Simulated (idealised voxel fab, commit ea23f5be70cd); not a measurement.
A process module follows: voxel self aligned contacts.
The cross-section on display is named cut; it measures 220 nm wide, and its cells are 5 nm squares.
How to read a cross-section here: the picture is a grid of square cells, written as bands going from the top down, and any band can span one or more rows of cells. The entry gives the band's vertical extent as a top height and a bottom height in nm, then its horizontal make-up as materials from left to right, each with a width in nm. "air" stands for empty space; a single material marked "everywhere" fills the band edge to edge. Heights are measured from 0, the level below which the as-received wafer is all one material; the lowest band has no bottom and continues downward, written as in "0 -> down". Top row gets the first number, bottom row gets the second, and each row in between changes by the same step: that is how a band width like "30 to 40" works. It should be understood that the words "same as before", when stated for a given step, signify that the cross-section underwent no change in any of its cells during that step. "Closed void listing" means: voids of 8 cells or more that are shut off from the top with no open way through. Written width x height at distance, distance from the left edge, in nm. Note: text after step settings on the step line = simulator remark on that step. For masked steps, "overlay nm" on the step line gives how far right of plan the mask actually lay; a minus sign means it lay to the left.

Set out below are the planned steps of the process
1 RECEIVE | material Si
2 OXIDIZE | depth nm 5
3 DIRECTIONAL_DEP | material polySi | thk nm 30
4 DIRECTIONAL_DEP | material SiN | thk nm 20
5 PATTERN | tone cover | mask id GATE | material resist | width nm 35 | pitch nm 65 | thk nm 15 | overlay nm 0
6 DIRECTIONAL_ETCH | etch materials SiN | depth nm 20
7 DIRECTIONAL_ETCH | etch materials polySi | depth nm 30
8 STRIP | etch materials resist
9 CONFORMAL_DEP | material SiN | thk nm 5
10 DIRECTIONAL_ETCH | etch materials SiN | depth nm 5
11 FILL_DEP | material SiO2 | thk nm 15
12 CMP | height nm 55
13 PATTERN | tone open | mask id CONTACT | material resist | width nm 50 | pitch nm 65 | thk nm 15 | overlay nm 0
14 DIRECTIONAL_ETCH | etch materials SiO2 | depth nm 60
15 STRIP | etch materials resist
16 CONFORMAL_DEP | material TiN | thk nm 5
17 FILL_DEP | material Ru | thk nm 10
18 CMP | height nm 55
19 CONFORMAL_DEP | material SiN | thk nm 5

Here's what the wafer looked like in cross-section when it arrived - that's after step 1
> 0 -> down | Si everywhere
> Closed void listing: none

Starting wafer: above. Plan: above. Run: one mistake. Cross-section after the module: below
> 60 -> 55 | SiN everywhere
> 55 -> 50 | SiO2 50; TiN 25; Ru 5; TiN 20; SiO2 15; TiN 25; Ru 5; TiN 20; SiO2 55
> 50 -> 30 | SiO2 20; SiN 50; TiN 5; Ru 5; TiN 5; SiN 50; TiN 5; Ru 5; TiN 5; SiN 50; SiO2 20
> 30 -> 0 | SiO2 20; SiN 5; polySi 40; SiN 5; TiN 5; Ru 5; TiN 5; SiN 5; polySi 40; SiN 5; TiN 5; Ru 5; TiN 5; SiN 5; polySi 40; SiN 5; SiO2 20
> 0 -> -5 | SiO2 70; TiN 15; SiO2 50; TiN 15; SiO2 70
> -5 -> down | Si everywhere
> Closed void listing: none
What was done differently from what was planned? it should be noted that step 5 was executed with settings other than those planned, the operation and settings actually applied being PATTERN | tone cover | mask id GATE | material resist | width nm 40 | pitch nm 65 | thk nm 15 | overlay nm 0
